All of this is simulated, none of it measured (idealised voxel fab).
process module | voxel self aligned contacts
cross-section cut | 230 nm wide | cells 5 nm
A cross-section is a grid of square cells, given in bands from the top down. A band is one or more rows of cells.
Each band's line starts with the height of the band's top and of its bottom, in nm. Then come its materials from left to right, each with its width in nm. One material with "throughout" fills the band from edge to edge. "air" is empty space.
Height 0 is the level under which the wafer as received is all one material. The lowest band goes on downwards, as in "0 down".
A width such as "30 to 40" changes by the same amount from each row of cells to the next, from the band's top row to its bottom row.
"no change" after a step means that no cell of the cross-section changed.
closed voids: empty space of 8 cells or more with no open way to the top, each as width x height at its distance from the left edge, in nm
after a step's settings: what the simulator itself notes on the step
overlay nm, on a step with a mask: how far to the right of its planned place the mask lay; to the left if negative
plan
1 op RECEIVE | material Si
2 op OXIDIZE | depth nm 5
3 op DIRECTIONAL_DEP | material polySi | thk nm 25
4 op DIRECTIONAL_DEP | material SiN | thk nm 15
5 op MASKED_ETCH | tone cover | mask id GATE | width nm 30 | pitch nm 65 | etch materials SiN | depth nm 15 | overlay nm 0
6 op MASKED_ETCH | tone cover | mask id GATE | width nm 30 | pitch nm 65 | etch materials polySi | depth nm 25 | overlay nm 0
7 op CONFORMAL_DEP | material SiN | thk nm 5
8 op DIRECTIONAL_ETCH | etch materials SiN | depth nm 5
9 op FILL_DEP | material SiO2 | thk nm 20
10 op CMP | height nm 50
11 op MASKED_ETCH | tone open | mask id CONTACT | width nm 45 | pitch nm 65 | etch materials SiO2 | depth nm 55 | overlay nm 0
12 op CONFORMAL_DEP | material TiN | thk nm 5
13 op FILL_DEP | material Ru | thk nm 5
14 op CMP | height nm 50
15 op CONFORMAL_DEP | material SiCN | thk nm 5
as received, after step 1
  0 down: Si throughout
  closed voids: none
a wafer at the end: this start, this plan, one mistake
  55 to 50: SiCN throughout
  50 to 45: SiO2 60 | TiN 5 | Ru 35 | TiN 5 | SiO2 20 | TiN 5 | Ru 35 | TiN 5 | SiO2 60
  45 to 40: SiO2 60 | TiN 45 | SiO2 20 | TiN 45 | SiO2 60
  40 to 25: SiCN throughout
  25 to 0: polySi throughout
  0 to -5: SiO2 throughout
  -5 down: Si throughout
  closed voids: none
what went wrong: step 4 ran as: op DIRECTIONAL_DEP | material SiCN | thk nm 15
